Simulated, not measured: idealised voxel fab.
Process module under the name voxel self aligned vias
Each square cell in cross-section cut measures 5 nm, and the section as a whole is 245 nm wide.
Notation: cross-section as square-cell grid; stated in bands, top first, going down; one or more cell rows per band. Per band: top height and bottom height in nm, followed by the left-to-right materials and their widths in nm; "throughout" marks a single material spanning edge to edge, "empty" marks empty space. Ref level 0: as-received wafer is one material below here. Bottom band extends down with no lower bound ("z 0 and below"). Quick explanation for "30..40": the width changes in equal steps down the rows of cells, from the first number in the band's top row to the second number in its bottom row. What does "all unchanged" mean for a step? It means no cell of the cross-section changed in that step. "Enclosed empty spaces": empty spaces of 8 cells or more with no open way to the top, each given as width x height at distance, distance from the left edge, all in nm. after a step's settings: what the simulator itself notes on the step. A step's line can hold "overlay nm"; with a mask on that step, the setting says how far right of the planned place the mask lay, while a negative setting says it lay to the left.
# Planned step list for the process
1) RECEIVE,material Si
2) CONFORMAL_DEP,material SiO2,thk nm 15
3) CONFORMAL_DEP,material SiCN,thk nm 5
4) DIRECTIONAL_DEP,material lowk,thk nm 20
5) DIRECTIONAL_DEP,material aC,thk nm 10
6) PATTERN,tone open,mask id LINES,material resist,width nm 30,pitch nm 70,thk nm 30,overlay nm 0
7) DIRECTIONAL_ETCH,etch materials aC,depth nm 10
8) STRIP,etch materials resist
9) DIRECTIONAL_ETCH,etch materials lowk,depth nm 20
10) STRIP,etch materials aC
11) CONFORMAL_DEP,material TiN,thk nm 5
12) FILL_DEP,material W,thk nm 10
13) CMP,height nm 40
14) SELECTIVE_ETCH,etch materials W Ru TiN,depth nm 10
15) FILL_DEP,material SiN,thk nm 10
16) CMP,height nm 40
17) DIRECTIONAL_DEP,material lowk,thk nm 20
18) PATTERN,tone open,mask id VIAS,material resist,width nm 40,pitch nm 70,thk nm 15,overlay nm 0
19) DIRECTIONAL_ETCH,etch materials lowk,depth nm 20
20) DIRECTIONAL_ETCH,etch materials SiN,depth nm 10
21) STRIP,etch materials resist
22) CONFORMAL_DEP,material TiN,thk nm 5
23) FILL_DEP,material Ru,thk nm 10
24) CMP,height nm 60
25) CONFORMAL_DEP,material SiCN,thk nm 5
# Cross-section: wafer on arrival = after step 1
- z 0 and below: Si throughout
- Enclosed empty spaces: none
# Figure: cross-sectional view of the wafer upon completion of the module, processed from the initial state and according to the plan depicted above, with one error introduced during execution
- z 65 to 60: SiCN throughout
- z 60 to 40: lowk 30; TiN 5; Ru 30; TiN 5; lowk 30; TiN 5; Ru 30; TiN 5; lowk 30; TiN 5; Ru 30; TiN 5; lowk 35
- z 40 to 35: SiN 30; TiN 10; Ru 20; TiN 10; SiN 30; TiN 10; Ru 20; TiN 10; SiN 30; TiN 10; Ru 20; TiN 10; SiN 35
- z 35 to 30: lowk 35; TiN 30; lowk 40; TiN 30; lowk 40; TiN 30; lowk 40
- z 30 to 20: lowk 35; TiN 5; W 20; TiN 5; lowk 40; TiN 5; W 20; TiN 5; lowk 40; TiN 5; W 20; TiN 5; lowk 40
- z 20 to 15: lowk 35; TiN 30; lowk 40; TiN 30; lowk 40; TiN 30; lowk 40
- z 15 to 10: SiCN throughout
- z 10 to 0: SiO2 throughout
- z 0 and below: Si throughout
- Enclosed empty spaces: none
Want to know what went wrong? planned and actual differ for step 2; actual: CONFORMAL_DEP,material SiO2,thk nm 10
